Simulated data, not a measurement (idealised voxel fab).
process module | voxel trench capacitor
cross-section cut | 160 nm wide | cells 5 nm
A cross-section is a grid of square cells, given in bands from the top down. A band is one or more rows of cells.
Each band's line starts with the height of the band's top and of its bottom, in nm. Then come its materials from left to right, each with its width in nm. One material with "throughout" fills the band from edge to edge. "air" is empty space.
Height 0 is the level under which the wafer as received is all one material. The lowest band goes on downwards, as in "0 down".
A width such as "30 to 40" changes by the same amount from each row of cells to the next, from the band's top row to its bottom row.
"no change" after a step means that no cell of the cross-section changed.
closed voids: empty space of 8 cells or more with no open way to the top, each as width x height at its distance from the left edge, in nm
after a step's settings: what the simulator itself notes on the step
overlay nm, on a step with a mask: how far to the right of its planned place the mask lay; to the left if negative
plan
1 op RECEIVE | material Si
2 op CONFORMAL_DEP | material SiN | thk nm 5
3 op DIRECTIONAL_DEP | material aC | thk nm 15
4 op PATTERN | tone open | mask id TRENCH | material resist | width nm 15 | pitch nm 35 | thk nm 30 | overlay nm 0
5 op DIRECTIONAL_ETCH | etch materials aC | depth nm 15
6 op STRIP | etch materials resist
7 op DIRECTIONAL_ETCH | etch materials SiN | depth nm 5
8 op DIRECTIONAL_ETCH | etch materials Si | depth nm 25
9 op STRIP | etch materials aC
10 op CONFORMAL_DEP | material Al2O3 | thk nm 5
11 op FILL_DEP | material polySi | thk nm 5
12 op CMP | height nm 5
first wafer, as planned
as received, after step 1
  0 down: Si throughout
  closed voids: none
after step 2
  5 to 0: SiN throughout
  below 0: unchanged
after step 3
  20 to 5: aC throughout
  below 5: unchanged
after step 4
  50 to 20: resist 55 | air 15 | resist 20 | air 15 | resist 55
  below 20: unchanged
after step 5
  35 to 20: resist 55 | air 15 | resist 20 | air 15 | resist 55
  20 to 5: aC 55 | air 15 | aC 20 | air 15 | aC 55
  below 5: unchanged
after step 6
  20 to 5: aC 55 | air 15 | aC 20 | air 15 | aC 55
  below 5: unchanged
after step 7
  20 to 5: aC 55 | air 15 | aC 20 | air 15 | aC 55
  5 to 0: SiN 55 | air 15 | SiN 20 | air 15 | SiN 55
  below 0: unchanged
after step 8
  20 to 5: aC 55 | air 15 | aC 20 | air 15 | aC 55
  5 to 0: SiN 55 | air 15 | SiN 20 | air 15 | SiN 55
  0 to -25: Si 55 | air 15 | Si 20 | air 15 | Si 55
  below -25: unchanged
after step 9
  5 to 0: SiN 55 | air 15 | SiN 20 | air 15 | SiN 55
  below 0: unchanged
after step 10
  10 to 5: Al2O3 60 | air 5 | Al2O3 30 | air 5 | Al2O3 60
  5 to 0: SiN 55 | Al2O3 5 | air 5 | Al2O3 5 | SiN 20 | Al2O3 5 | air 5 | Al2O3 5 | SiN 55
  0 to -20: Si 55 | Al2O3 5 | air 5 | Al2O3 5 | Si 20 | Al2O3 5 | air 5 | Al2O3 5 | Si 55
  -20 to -25: Si 55 | Al2O3 15 | Si 20 | Al2O3 15 | Si 55
  below -25: unchanged
after step 11
  15 to 10: polySi throughout
  10 to 5: Al2O3 60 | polySi 5 | Al2O3 30 | polySi 5 | Al2O3 60
  5 to 0: SiN 55 | Al2O3 5 | polySi 5 | Al2O3 5 | SiN 20 | Al2O3 5 | polySi 5 | Al2O3 5 | SiN 55
  0 to -20: Si 55 | Al2O3 5 | polySi 5 | Al2O3 5 | Si 20 | Al2O3 5 | polySi 5 | Al2O3 5 | Si 55
  below -20: unchanged
after step 12
  5 to 0: SiN 55 | Al2O3 5 | polySi 5 | Al2O3 5 | SiN 20 | Al2O3 5 | polySi 5 | Al2O3 5 | SiN 55
  below 0: unchanged
second wafer: like start, like plan, one mistake. Through step 7 it matches the first wafer
when step 8 should have ended
  20 to 5: aC 55 | air 15 | aC 20 | air 15 | aC 55
  5 to 0: SiN 55 | air 15 | SiN 20 | air 15 | SiN 55
  0 to -50: Si 55 | air 15 | Si 20 | air 15 | Si 55
  below -50: unchanged
when step 9 should have ended
  5 to 0: SiN 55 | air 15 | SiN 20 | air 15 | SiN 55
  below 0: unchanged
when step 10 should have ended
  10 to 5: Al2O3 60 | air 5 | Al2O3 30 | air 5 | Al2O3 60
  5 to 0: SiN 55 | Al2O3 5 | air 5 | Al2O3 5 | SiN 20 | Al2O3 5 | air 5 | Al2O3 5 | SiN 55
  0 to -45: Si 55 | Al2O3 5 | air 5 | Al2O3 5 | Si 20 | Al2O3 5 | air 5 | Al2O3 5 | Si 55
  -45 to -50: Si 55 | Al2O3 15 | Si 20 | Al2O3 15 | Si 55
  below -50: unchanged
when step 11 should have ended
  15 to 10: polySi throughout
  10 to 5: Al2O3 60 | polySi 5 | Al2O3 30 | polySi 5 | Al2O3 60
  5 to 0: SiN 55 | Al2O3 5 | polySi 5 | Al2O3 5 | SiN 20 | Al2O3 5 | polySi 5 | Al2O3 5 | SiN 55
  0 to -45: Si 55 | Al2O3 5 | polySi 5 | Al2O3 5 | Si 20 | Al2O3 5 | polySi 5 | Al2O3 5 | Si 55
  below -45: unchanged
when step 12 should have ended
  5 to 0: SiN 55 | Al2O3 5 | polySi 5 | Al2O3 5 | SiN 20 | Al2O3 5 | polySi 5 | Al2O3 5 | SiN 55
  below 0: unchanged
what went wrong: step 8 was run twice
at the end the second wafer has, in cells: 20 more of Al2O3 | 30 fewer of Si | 10 more of polySi
